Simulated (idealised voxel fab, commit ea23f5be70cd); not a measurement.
process module | voxel transistor to metal
Cross-sectional view cut (width: 200 nm; square cell size: 5 nm).
Cross-section format: a grid of square cells, given as bands from top to bottom; each band is one or more rows of cells.
What a band's entry tells you: where the top is and where the bottom is, as heights in nm, and after that what lies inside, material by material from left to right, each with its width in nm. Empty space is written as the word "blank", and a single material marked with the word "all across" occupies the band from edge to edge.
We count height from 0. Below that, the starting wafer is all one material. The lowest band never ends at the bottom but goes on down; see "0 nm and below" for how that is written.
When a width is written as two numbers, as in "30->40", the first number is the width in the top row of cells of the band and the second is the width in its bottom row, and the width changes by the same amount from each row to the next.
Key: "changes: none" - step with no changed cell in the cross-section.
Look at "Trapped cavities" for the closed voids: empty spaces with no open path to the top, sized 8 cells or up. Each is width x height at distance, distance from the left edge, all nm.
What comes after the settings on a step's line is commentary from the simulator itself on that step.
Regarding "overlay nm": on a step with a mask, it is the distance the mask lay to the right of its planned place; a negative value places it to the left.

-- The steps planned for the process are as follows
| 1 | RECEIVE,material Si |
| 2 | CONFORMAL_DEP,material SiO2,thk nm 5 |
| 3 | CONFORMAL_DEP,material SiN,thk nm 15 |
| 4 | MASKED_ETCH,tone cover,mask id ACTIVE,width nm 115,etch materials SiN,depth nm 15,overlay nm 0 |
| 5 | MASKED_ETCH,tone cover,mask id ACTIVE,width nm 115,etch materials SiO2,depth nm 5,overlay nm 0 |
| 6 | MASKED_ETCH,tone cover,mask id ACTIVE,width nm 115,etch materials Si,depth nm 20,overlay nm 0 |
| 7 | FILL_DEP,material SiO2,thk nm 15 |
| 8 | CMP,height nm 20 |
| 9 | SELECTIVE_ETCH,etch materials SiO2,depth nm 10 |
| 10 | STRIP,etch materials SiN |
| 11 | SELECTIVE_ETCH,etch materials SiO2,depth nm 5 |
| 12 | OXIDIZE,depth nm 5 |
| 13 | DIRECTIONAL_DEP,material polySi,thk nm 25 |
| 14 | DIRECTIONAL_DEP,material SiCN,thk nm 10 |
| 15 | MASKED_ETCH,tone cover,mask id GATE,width nm 25,etch materials SiCN,depth nm 20,overlay nm 0 |
| 16 | MASKED_ETCH,tone cover,mask id GATE,width nm 25,etch materials polySi,depth nm 35,overlay nm 0 |
| 17 | CONFORMAL_DEP,material SiN,thk nm 10 |
| 18 | DIRECTIONAL_ETCH,etch materials SiN,depth nm 10 |
| 19 | DIRECTIONAL_ETCH,etch materials SiO2,depth nm 5 |
| 20 | EPI,material SiGe,thk nm 5 |
| 21 | FILL_DEP,material SiO2,thk nm 5 |
| 22 | CMP,height nm 35 |
| 23 | DIRECTIONAL_DEP,material SiO2,thk nm 10 |
| 24 | PATTERN,tone open,mask id CONTACT,material resist,width nm 20,pitch nm 85,thk nm 15,overlay nm 0 |
| 25 | DIRECTIONAL_ETCH,etch materials SiO2,depth nm 45 |
| 26 | STRIP,etch materials resist |
| 27 | CONFORMAL_DEP,material TiN,thk nm 5 |
| 28 | FILL_DEP,material W,thk nm 10 |
| 29 | CMP,height nm 35 |
| 30 | DIRECTIONAL_DEP,material TiN,thk nm 5 |
| 31 | DIRECTIONAL_DEP,material Ru,thk nm 20 |
| 32 | DIRECTIONAL_DEP,material aC,thk nm 10 |
| 33 | PATTERN,tone cover,mask id METAL_1,material resist,width nm 20,pitch nm 85,thk nm 25,overlay nm 0 |
| 34 | DIRECTIONAL_ETCH,etch materials aC,depth nm 10 |
| 35 | STRIP,etch materials resist |
| 36 | DIRECTIONAL_ETCH,etch materials Ru,depth nm 20 |
| 37 | DIRECTIONAL_ETCH,etch materials TiN,depth nm 5 |
| 38 | STRIP,etch materials aC |
| 39 | CONFORMAL_DEP,material SiN,thk nm 5 |
| 40 | FILL_DEP,material SiO2,thk nm 5 |
| 41 | CMP,height nm 70 |
| 42 | CONFORMAL_DEP,material SiCN,thk nm 5 |
What sets these wafers apart? The height nm at step 29. They all start alike, and the plan carries the first wafer's value.

-- After step 1, as received: first of several wafers, cross-section
  0 nm and below = Si all across
  Trapped cavities: none

-- End of module: cross-section of the first of several wafers after step 42, the last step
  75 nm to 70 nm = SiCN all across
  70 nm to 65 nm = SiO2 all across
  65 nm to 60 nm = SiO2 (40), SiN (30), SiO2 (55), SiN (30), SiO2 (45)
  60 nm to 40 nm = SiO2 (40), SiN (5), Ru (20), SiN (5), SiO2 (55), SiN (5), Ru (20), SiN (5), SiO2 (45)
  40 nm to 35 nm = SiN (45), TiN (20), SiN (65), TiN (20), SiN (50)
  35 nm to 25 nm = SiO2 (45), TiN (5), W (10), TiN (5), SiO2 (10), SiN (10), SiCN (25), SiN (10), SiO2 (10), TiN (5), W (10), TiN (5), SiO2 (50)
  25 nm to 5 nm = SiO2 (45), TiN (5), W (10), TiN (5), SiO2 (10), SiN (10), polySi (25), SiN (10), SiO2 (10), TiN (5), W (10), TiN (5), SiO2 (50)
  5 nm to 0 nm = SiO2 (35), SiN (10), TiN (20), SiO2 (10), SiN (10), polySi (25), SiN (10), SiO2 (10), TiN (20), SiN (10), SiO2 (40)
  0 nm to -5 nm = SiO2 (45), SiGe (30), SiO2 (45), SiGe (30), SiO2 (50)
  -5 nm to -20 nm = SiO2 (40), Si (115), SiO2 (45)
  -20 nm and below = Si all across
  Trapped cavities: none

-- Cross-sectional view of the final wafer of several at the module's end
  75 nm to 70 nm = SiCN all across
  70 nm to 65 nm = SiO2 (40), SiN (5), Ru (20), SiN (5), SiO2 (55), SiN (5), Ru (20), SiN (5), SiO2 (45)
  65 nm to 60 nm = SiN (45), TiN (20), SiN (65), TiN (20), SiN (50)
  60 nm to 50 nm = W all across
  50 nm to 45 nm = TiN (50), W (10), TiN (75), W (10), TiN (55)
  45 nm to 35 nm = SiO2 (45), TiN (5), W (10), TiN (5), SiO2 (65), TiN (5), W (10), TiN (5), SiO2 (50)
  35 nm to 25 nm = SiO2 (45), TiN (5), W (10), TiN (5), SiO2 (10), SiN (10), SiCN (25), SiN (10), SiO2 (10), TiN (5), W (10), TiN (5), SiO2 (50)
  25 nm to 5 nm = SiO2 (45), TiN (5), W (10), TiN (5), SiO2 (10), SiN (10), polySi (25), SiN (10), SiO2 (10), TiN (5), W (10), TiN (5), SiO2 (50)
  5 nm to 0 nm = SiO2 (35), SiN (10), TiN (20), SiO2 (10), SiN (10), polySi (25), SiN (10), SiO2 (10), TiN (20), SiN (10), SiO2 (40)
  0 nm to -5 nm = SiO2 (45), SiGe (30), SiO2 (45), SiGe (30), SiO2 (50)
  -5 nm to -20 nm = SiO2 (40), Si (115), SiO2 (45)
  -20 nm and below = Si all across
  Trapped cavities: none

-- Per-wafer rows below. For each material: cells gained (+) or lost (-) since the wafer was received, as of end of module. Then: closed voids
height nm 35, +32 Ru, -91 Si, +50 SiCN, +12 SiGe, +92 SiN, +416 SiO2, +40 TiN, +24 W, +25 polySi, Trapped cavities: none
height nm 40, +32 Ru, -91 Si, +50 SiCN, +12 SiGe, +92 SiN, +408 SiO2, +44 TiN, +28 W, +25 polySi, Trapped cavities: none
height nm 45, +32 Ru, -91 Si, +50 SiCN, +12 SiGe, +80 SiN, +412 SiO2, +48 TiN, +32 W, +25 polySi, Trapped cavities: none
height nm 50, +24 Ru, -91 Si, +50 SiCN, +12 SiGe, +76 SiN, +384 SiO2, +84 TiN, +36 W, +25 polySi, Trapped cavities: none
height nm 55, +16 Ru, -91 Si, +50 SiCN, +12 SiGe, +72 SiN, +356 SiO2, +84 TiN, +76 W, +25 polySi, Trapped cavities: none
height nm 60, +8 Ru, -91 Si, +50 SiCN, +12 SiGe, +68 SiN, +328 SiO2, +84 TiN, +116 W, +25 polySi, Trapped cavities: none
